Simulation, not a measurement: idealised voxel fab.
process module | voxel capacitor over wiring
cross-section cut | 155 nm wide | cells 5 nm
A cross-section is a grid of square cells, given in bands from the top down. A band is one or more rows of cells.
Each band's line starts with the height of the band's top and of its bottom, in nm. Then come its materials from left to right, each with its width in nm. One material with "throughout" fills the band from edge to edge. "air" is empty space.
Height 0 is the level under which the wafer as received is all one material. The lowest band goes on downwards, as in "0 down".
A width such as "30 to 40" changes by the same amount from each row of cells to the next, from the band's top row to its bottom row.
"no change" after a step means that no cell of the cross-section changed.
closed voids: empty space of 8 cells or more with no open way to the top, each as width x height at its distance from the left edge, in nm
after a step's settings: what the simulator itself notes on the step
overlay nm, on a step with a mask: how far to the right of its planned place the mask lay; to the left if negative
plan
1 op RECEIVE | material Si
2 op CONFORMAL_DEP | material SiO2 | thk nm 10
3 op DIRECTIONAL_DEP | material TiN | thk nm 5
4 op DIRECTIONAL_DEP | material Ru | thk nm 20
5 op DIRECTIONAL_DEP | material aC | thk nm 10
6 op PATTERN | tone cover | mask id METAL_1 | material resist | width nm 25 | pitch nm 95 | thk nm 30 | overlay nm 0
7 op DIRECTIONAL_ETCH | etch materials aC | depth nm 10
8 op STRIP | etch materials resist
9 op DIRECTIONAL_ETCH | etch materials Ru | depth nm 20
10 op DIRECTIONAL_ETCH | etch materials TiN | depth nm 5
11 op STRIP | etch materials aC
12 op CONFORMAL_DEP | material SiN | thk nm 5
13 op FILL_DEP | material lowk | thk nm 5
14 op CMP | height nm 35
15 op CONFORMAL_DEP | material SiCN | thk nm 5
16 op DIRECTIONAL_DEP | material lowk | thk nm 15
17 op PATTERN | tone open | mask id PLUG_1 | material resist | width nm 15 | thk nm 15 | overlay nm 0
18 op DIRECTIONAL_ETCH | etch materials lowk | depth nm 15
19 op DIRECTIONAL_ETCH | etch materials SiCN | depth nm 5
20 op STRIP | etch materials resist
21 op EPI | material Ru | thk nm 10
22 op EPI | material Ru | thk nm 10
23 op DIRECTIONAL_DEP | material TiN | thk nm 5
24 op DIRECTIONAL_DEP | material Al2O3 | thk nm 5
25 op DIRECTIONAL_DEP | material TiN | thk nm 10
26 op PATTERN | tone cover | mask id UPPER_PLATE | material resist | width nm 75 | thk nm 20 | overlay nm 0
27 op DIRECTIONAL_ETCH | etch materials TiN | depth nm 10
28 op DIRECTIONAL_ETCH | etch materials Al2O3 | depth nm 5
29 op STRIP | etch materials resist
30 op PATTERN | tone cover | mask id LOWER_PLATE | material resist | width nm 85 | thk nm 20 | overlay nm 0
31 op DIRECTIONAL_ETCH | etch materials TiN | depth nm 5
32 op STRIP | etch materials resist
33 op FILL_DEP | material SiO2 | thk nm 15
34 op CMP | height nm 85
35 op DIRECTIONAL_DEP | material aC | thk nm 10
36 op PATTERN | tone open | mask id PLUG_2 | material resist | width nm 15 | thk nm 25 | overlay nm 0
37 op DIRECTIONAL_ETCH | etch materials aC | depth nm 10
38 op STRIP | etch materials resist
39 op DIRECTIONAL_ETCH | etch materials SiO2 | depth nm 10
40 op STRIP | etch materials aC
41 op CONFORMAL_DEP | material TiN | thk nm 5
42 op FILL_DEP | material Ru | thk nm 10
43 op CMP | height nm 85
44 op CONFORMAL_DEP | material SiCN | thk nm 5
varied across the wafers: width nm of step 36. The plan shows the first wafer's value. All wafers start alike
first wafer as received, after step 1
  0 down: Si throughout
  closed voids: none
first wafer at the end, after step 44
  90 to 85: SiCN throughout
  85 to 80: SiO2 35 | TiN 5 | Ru 5 | TiN 5 | SiO2 105
  80 to 75: SiO2 35 | TiN 15 | SiO2 105
  75 to 65: SiO2 25 | TiN 75 | SiO2 55
  65 to 60: SiO2 25 | Al2O3 75 | SiO2 55
  60 to 55: SiO2 20 | TiN 85 | SiO2 50
  55 to 40: lowk 25 | Ru 15 | lowk 115
  40 to 35: SiCN 25 | Ru 15 | SiCN 115
  35 to 15: lowk 10 | SiN 5 | Ru 25 | SiN 5 | lowk 60 | SiN 5 | Ru 25 | SiN 5 | lowk 15
  15 to 10: SiN 15 | TiN 25 | SiN 70 | TiN 25 | SiN 20
  10 to 0: SiO2 throughout
  0 down: Si throughout
  closed voids: none
last wafer at the end
  90 to 85: SiCN throughout
  85 to 80: SiO2 30 | TiN 5 | Ru 20 | TiN 5 | SiO2 95
  80 to 75: SiO2 30 | TiN 30 | SiO2 95
  75 to 65: SiO2 25 | TiN 75 | SiO2 55
  65 to 60: SiO2 25 | Al2O3 75 | SiO2 55
  60 to 55: SiO2 20 | TiN 85 | SiO2 50
  55 to 40: lowk 25 | Ru 15 | lowk 115
  40 to 35: SiCN 25 | Ru 15 | SiCN 115
  35 to 15: lowk 10 | SiN 5 | Ru 25 | SiN 5 | lowk 60 | SiN 5 | Ru 25 | SiN 5 | lowk 15
  15 to 10: SiN 15 | TiN 25 | SiN 70 | TiN 25 | SiN 20
  10 to 0: SiO2 throughout
  0 down: Si throughout
  closed voids: none
each wafer at the end: cells of each material gained (+) or lost (-) since it was received, then its closed voids
width nm 15 | +15 Al2O3 | +53 Ru | +59 SiCN | +37 SiN | +180 SiO2 | +62 TiN | +152 lowk | closed voids: none
width nm 20 | +15 Al2O3 | +54 Ru | +59 SiCN | +37 SiN | +178 SiO2 | +63 TiN | +152 lowk | closed voids: none
width nm 25 | +15 Al2O3 | +55 Ru | +59 SiCN | +37 SiN | +176 SiO2 | +64 TiN | +152 lowk | closed voids: none
width nm 30 | +15 Al2O3 | +56 Ru | +59 SiCN | +37 SiN | +174 SiO2 | +65 TiN | +152 lowk | closed voids: none
